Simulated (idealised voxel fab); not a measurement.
process module | voxel quadruple lines
cross-section cut | 290 nm wide | cells 5 nm
A cross-section is a grid of square cells, given in bands from the top down. A band is one or more rows of cells.
Each band's line starts with the height of the band's top and of its bottom, in nm. Then come its materials from left to right, each with its width in nm. One material with "throughout" fills the band from edge to edge. "air" is empty space.
Height 0 is the level under which the wafer as received is all one material. The lowest band goes on downwards, as in "0 down".
A width such as "30 to 40" changes by the same amount from each row of cells to the next, from the band's top row to its bottom row.
"no change" after a step means that no cell of the cross-section changed.
closed voids: empty space of 8 cells or more with no open way to the top, each as width x height at its distance from the left edge, in nm
after a step's settings: what the simulator itself notes on the step
overlay nm, on a step with a mask: how far to the right of its planned place the mask lay; to the left if negative
plan
1 op RECEIVE | material Si
2 op CONFORMAL_DEP | material Al2O3 | thk nm 5
3 op DIRECTIONAL_DEP | material W | thk nm 10
4 op DIRECTIONAL_DEP | material polySi | thk nm 15
5 op DIRECTIONAL_DEP | material aC | thk nm 20
6 op PATTERN | tone cover | mask id MANDREL | material resist | width nm 35 | pitch nm 100 | thk nm 30 | overlay nm 0
7 op DIRECTIONAL_ETCH | etch materials aC | depth nm 20
8 op STRIP | etch materials resist
9 op CONFORMAL_DEP | material SiO2 | thk nm 15
10 op DIRECTIONAL_ETCH | etch materials SiO2 | depth nm 15
11 op STRIP | etch materials aC
12 op DIRECTIONAL_ETCH | etch materials polySi | depth nm 15
13 op STRIP | etch materials SiO2
14 op CONFORMAL_DEP | material SiCN | thk nm 10
15 op DIRECTIONAL_ETCH | etch materials SiCN | depth nm 10
16 op STRIP | etch materials polySi
17 op DIRECTIONAL_ETCH | etch materials W | depth nm 10
18 op STRIP | etch materials SiCN
19 op FILL_DEP | material SiO2 | thk nm 5
20 op CMP | height nm 15
first wafer, as planned
as received, after step 1
  0 down: Si throughout
  closed voids: none
after step 2
  5 to 0: Al2O3 throughout
  below 0: unchanged
after step 3
  15 to 5: W throughout
  below 5: unchanged
after step 4
  30 to 15: polySi throughout
  below 15: unchanged
after step 5
  50 to 30: aC throughout
  below 30: unchanged
after step 6
  80 to 50: air 75 | resist 35 | air 65 | resist 35 | air 80
  below 50: unchanged
after step 7
  60 to 50: air 75 | resist 35 | air 65 | resist 35 | air 80
  50 to 30: air 75 | aC 35 | air 65 | aC 35 | air 80
  below 30: unchanged
after step 8
  50 to 30: air 75 | aC 35 | air 65 | aC 35 | air 80
  below 30: unchanged
after step 9
  65 to 50: air 60 | SiO2 65 | air 35 | SiO2 65 | air 65
  50 to 45: air 60 | SiO2 15 | aC 35 | SiO2 15 | air 35 | SiO2 15 | aC 35 | SiO2 15 | air 65
  45 to 30: SiO2 75 | aC 35 | SiO2 65 | aC 35 | SiO2 80
  below 30: unchanged
after step 10
  50 to 30: air 60 | SiO2 15 | aC 35 | SiO2 15 | air 35 | SiO2 15 | aC 35 | SiO2 15 | air 65
  below 30: unchanged
after step 11
  50 to 30: air 60 | SiO2 15 | air 35 | SiO2 15 | air 35 | SiO2 15 | air 35 | SiO2 15 | air 65
  below 30: unchanged
after step 12
  50 to 30: air 60 | SiO2 15 | air 35 | SiO2 15 | air 35 | SiO2 15 | air 35 | SiO2 15 | air 65
  30 to 15: air 60 | polySi 15 | air 35 | polySi 15 | air 35 | polySi 15 | air 35 | polySi 15 | air 65
  below 15: unchanged
after step 13
  30 to 15: air 60 | polySi 15 | air 35 | polySi 15 | air 35 | polySi 15 | air 35 | polySi 15 | air 65
  below 15: unchanged
after step 14
  40 to 30: air 50 | SiCN 35 | air 15 | SiCN 35 | air 15 | SiCN 35 | air 15 | SiCN 35 | air 55
  30 to 25: air 50 | SiCN 10 | polySi 15 | SiCN 10 | air 15 | SiCN 10 | polySi 15 | SiCN 10 | air 15 | SiCN 10 | polySi 15 | SiCN 10 | air 15 | SiCN 10 | polySi 15 | SiCN 10 | air 55
  25 to 15: SiCN 60 | polySi 15 | SiCN 35 | polySi 15 | SiCN 35 | polySi 15 | SiCN 35 | polySi 15 | SiCN 65
  below 15: unchanged
after step 15
  30 to 15: air 50 | SiCN 10 | polySi 15 | SiCN 10 | air 15 | SiCN 10 | polySi 15 | SiCN 10 | air 15 | SiCN 10 | polySi 15 | SiCN 10 | air 15 | SiCN 10 | polySi 15 | SiCN 10 | air 55
  below 15: unchanged
after step 16
  30 to 15: air 50 | SiCN 10 | air 15 | SiCN 10 | air 15 | SiCN 10 | air 15 | SiCN 10 | air 15 | SiCN 10 | air 15 | SiCN 10 | air 15 | SiCN 10 | air 15 | SiCN 10 | air 55
  below 15: unchanged
after step 17
  30 to 15: air 50 | SiCN 10 | air 15 | SiCN 10 | air 15 | SiCN 10 | air 15 | SiCN 10 | air 15 | SiCN 10 | air 15 | SiCN 10 | air 15 | SiCN 10 | air 15 | SiCN 10 | air 55
  15 to 5: air 50 | W 10 | air 15 | W 10 | air 15 | W 10 | air 15 | W 10 | air 15 | W 10 | air 15 | W 10 | air 15 | W 10 | air 15 | W 10 | air 55
  below 5: unchanged
after step 18
  15 to 5: air 50 | W 10 | air 15 | W 10 | air 15 | W 10 | air 15 | W 10 | air 15 | W 10 | air 15 | W 10 | air 15 | W 10 | air 15 | W 10 | air 55
  below 5: unchanged
after step 19
  20 to 15: SiO2 throughout
  15 to 5: SiO2 50 | W 10 | SiO2 15 | W 10 | SiO2 15 | W 10 | SiO2 15 | W 10 | SiO2 15 | W 10 | SiO2 15 | W 10 | SiO2 15 | W 10 | SiO2 15 | W 10 | SiO2 55
  below 5: unchanged
after step 20
  15 to 5: SiO2 50 | W 10 | SiO2 15 | W 10 | SiO2 15 | W 10 | SiO2 15 | W 10 | SiO2 15 | W 10 | SiO2 15 | W 10 | SiO2 15 | W 10 | SiO2 15 | W 10 | SiO2 55
  below 5: unchanged
second wafer: like start, like plan, one mistake. Through step 13 it matches the first wafer
when step 14 should have ended
  35 to 30: air 55 | SiCN 25 | air 25 | SiCN 25 | air 25 | SiCN 25 | air 25 | SiCN 25 | air 60
  30 to 20: air 55 | SiCN 5 | polySi 15 | SiCN 5 | air 25 | SiCN 5 | polySi 15 | SiCN 5 | air 25 | SiCN 5 | polySi 15 | SiCN 5 | air 25 | SiCN 5 | polySi 15 | SiCN 5 | air 60
  20 to 15: SiCN 60 | polySi 15 | SiCN 35 | polySi 15 | SiCN 35 | polySi 15 | SiCN 35 | polySi 15 | SiCN 65
  below 15: unchanged
when step 15 should have ended
  30 to 25: air 60 | polySi 15 | air 35 | polySi 15 | air 35 | polySi 15 | air 35 | polySi 15 | air 65
  25 to 15: air 55 | SiCN 5 | polySi 15 | SiCN 5 | air 25 | SiCN 5 | polySi 15 | SiCN 5 | air 25 | SiCN 5 | polySi 15 | SiCN 5 | air 25 | SiCN 5 | polySi 15 | SiCN 5 | air 60
  below 15: unchanged
when step 16 should have ended
  25 to 15: air 55 | SiCN 5 | air 15 | SiCN 5 | air 25 | SiCN 5 | air 15 | SiCN 5 | air 25 | SiCN 5 | air 15 | SiCN 5 | air 25 | SiCN 5 | air 15 | SiCN 5 | air 60
  below 15: unchanged
when step 17 should have ended
  25 to 15: air 55 | SiCN 5 | air 15 | SiCN 5 | air 25 | SiCN 5 | air 15 | SiCN 5 | air 25 | SiCN 5 | air 15 | SiCN 5 | air 25 | SiCN 5 | air 15 | SiCN 5 | air 60
  15 to 5: air 55 | W 5 | air 15 | W 5 | air 25 | W 5 | air 15 | W 5 | air 25 | W 5 | air 15 | W 5 | air 25 | W 5 | air 15 | W 5 | air 60
  below 5: unchanged
when step 18 should have ended
  15 to 5: air 55 | W 5 | air 15 | W 5 | air 25 | W 5 | air 15 | W 5 | air 25 | W 5 | air 15 | W 5 | air 25 | W 5 | air 15 | W 5 | air 60
  below 5: unchanged
when step 19 should have ended
  20 to 15: SiO2 throughout
  15 to 5: SiO2 55 | W 5 | SiO2 15 | W 5 | SiO2 25 | W 5 | SiO2 15 | W 5 | SiO2 25 | W 5 | SiO2 15 | W 5 | SiO2 25 | W 5 | SiO2 15 | W 5 | SiO2 60
  below 5: unchanged
when step 20 should have ended
  15 to 5: SiO2 55 | W 5 | SiO2 15 | W 5 | SiO2 25 | W 5 | SiO2 15 | W 5 | SiO2 25 | W 5 | SiO2 15 | W 5 | SiO2 25 | W 5 | SiO2 15 | W 5 | SiO2 60
  below 5: unchanged
what went wrong: step 14 ran as: op CONFORMAL_DEP | material SiCN | thk nm 5
at the end the second wafer has, in cells: 16 more of SiO2 | 16 fewer of W
